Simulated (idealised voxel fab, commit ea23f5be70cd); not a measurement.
Module name: voxel tone inversion (process module)
FYI the section here is cut, 235 nm wide, cells are 5 nm squares.
Cross-section = grid of square cells, listed top down in bands; band = one or more rows. Basically the band line says how high the top is and how high the bottom is, in nm, and then what's in it from left to right, every material with its width in nm. Empty space shows up as "air", and if a single material carries "throughout" it runs the full band edge to edge. Heights from 0 (as-received wafer is one material below). Bottom band endless downward, as "0..down". A two-number width, for instance "30->40", indicates that the width is equal to the first number in the top row of the band and to the second number in the bottom row, and that it changes by a constant amount per row of cells. Step note "no modifications" = no cross-section cell changed. Catalogued sealed voids: empty space of 8 cells or more with no open way to the top, each as width x height at its distance from the left edge, in nm. Read whatever lies past the settings on a step's line as the simulator's own remark about the step. The line of a step may include "overlay nm". On a step with a mask, this value is how far to the right of its planned place the mask lay. A negative value means the mask lay to the left.

The steps planned for the process are as follows
1) RECEIVE [material Si]
2) CONFORMAL_DEP [material SiCN] [thk nm 5]
3) DIRECTIONAL_DEP [material aC] [thk nm 20]
4) PATTERN [tone cover] [mask id POSTS] [material resist] [width nm 20] [pitch nm 40] [thk nm 30] [overlay nm 0]
5) DIRECTIONAL_ETCH [etch materials aC] [depth nm 20]
6) STRIP [etch materials resist]
7) FILL_DEP [material SiO2] [thk nm 10]
8) CMP [height nm 25]
9) STRIP [etch materials aC]
10) CONFORMAL_DEP [material TiN] [thk nm 5]
11) FILL_DEP [material Ru] [thk nm 10]
12) CMP [height nm 25]
13) CONFORMAL_DEP [material SiCN] [thk nm 5]

Wafer as received: cross-section following step 1
  0..down = Si throughout
  Catalogued sealed voids: none

Cross-section at module end, one run error; start and plan unchanged from above
  45..40 = SiCN throughout
  40..30 = Ru throughout
  30..25 = TiN: 90, Ru: 10, TiN: 30, Ru: 10, TiN: 95
  25..10 = SiO2: 85, TiN: 5, Ru: 10, TiN: 5, SiO2: 20, TiN: 5, Ru: 10, TiN: 5, SiO2: 90
  10..5 = SiO2: 85, TiN: 20, SiO2: 20, TiN: 20, SiO2: 90
  5..0 = SiCN throughout
  0..down = Si throughout
  Catalogued sealed voids: none
Deviation noted in wafer processing: step 12 of the plan got skipped, so it never ran
